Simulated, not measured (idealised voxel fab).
process module | voxel trench capacitor
In the cross-section labelled cut, the width is 245 nm and each square cell is 5 nm.
A cross-section in this document is a grid of square cells, and it is written down as bands, the top band listed before the ones below it; a band is made up of one or more rows of cells.
What a band's entry tells you: where the top is and where the bottom is, as heights in nm, and after that what lies inside, material by material from left to right, each with its width in nm. Empty space is written as the word "empty", and a single material marked with the word "throughout" occupies the band from edge to edge.
Counting heights begins at 0, where everything beneath is, in the wafer as received, one material. The lowest band has no bottom; it goes on downwards, as "0 -> down" shows.
The notation "30..40" denotes a width that varies across the rows of cells in the band, beginning at the first number in the top row, finishing at the second number in the bottom row, and changing by an identical amount from each row to the next.
When a step is marked "all unchanged", none of the cells in the cross-section changed during that step.
For the entry "Completely enclosed voids", the listed items are empty spaces with no open way to the top whose size is 8 cells or more; each item follows the pattern width x height at distance, where distance is from the left edge and all three are in nm.
Formally, on a step line, whatever follows the settings is a remark that the simulator itself makes on the step.
The setting "overlay nm" may be written on the line of a step. When the step uses a mask, the value reports how far to the right of the planned place the mask lay, and a negative value reports that it lay to the left.
### The process steps that were planned are listed below
1 op RECEIVE | material Si
2 op CONFORMAL_DEP | material SiN | thk nm 5
3 op DIRECTIONAL_DEP | material aC | thk nm 15
4 op PATTERN | tone open | mask id TRENCH | material resist | width nm 25 | pitch nm 50 | thk nm 30 | overlay nm -15
5 op DIRECTIONAL_ETCH | etch materials aC | depth nm 15
6 op STRIP | etch materials resist
7 op DIRECTIONAL_ETCH | etch materials SiN | depth nm 5
8 op DIRECTIONAL_ETCH | etch materials Si | depth nm 25
9 op STRIP | etch materials aC
10 op CONFORMAL_DEP | material HfO2 | thk nm 5
11 op CONFORMAL_DEP | material TiN | thk nm 5
12 op FILL_DEP | material W | thk nm 5
13 op CMP | height nm 5
For this document, wafers share an identical start and vary in the step 4 overlay nm; the plan quotes the first wafer's value.
### As-received state after step 1, first of several wafers, cross-section
	0 -> down | Si throughout
	Completely enclosed voids: none
### Per-wafer rows below. For each material: cells gained (+) or lost (-) since the wafer was received, as of end of module. Then: closed voids
overlay nm -15 | +45 HfO2 | -75 Si | +34 SiN | +33 TiN | +12 W | Completely enclosed voids: none
overlay nm -10 | +45 HfO2 | -75 Si | +34 SiN | +33 TiN | +12 W | Completely enclosed voids: none
overlay nm -5 | +45 HfO2 | -75 Si | +34 SiN | +33 TiN | +12 W | Completely enclosed voids: none
overlay nm 0 | +45 HfO2 | -75 Si | +34 SiN | +33 TiN | +12 W | Completely enclosed voids: none
overlay nm 5 | +45 HfO2 | -75 Si | +34 SiN | +33 TiN | +12 W | Completely enclosed voids: none
overlay nm 10 | +45 HfO2 | -75 Si | +34 SiN | +33 TiN | +12 W | Completely enclosed voids: none
overlay nm 15 | +45 HfO2 | -75 Si | +34 SiN | +33 TiN | +12 W | Completely enclosed voids: none
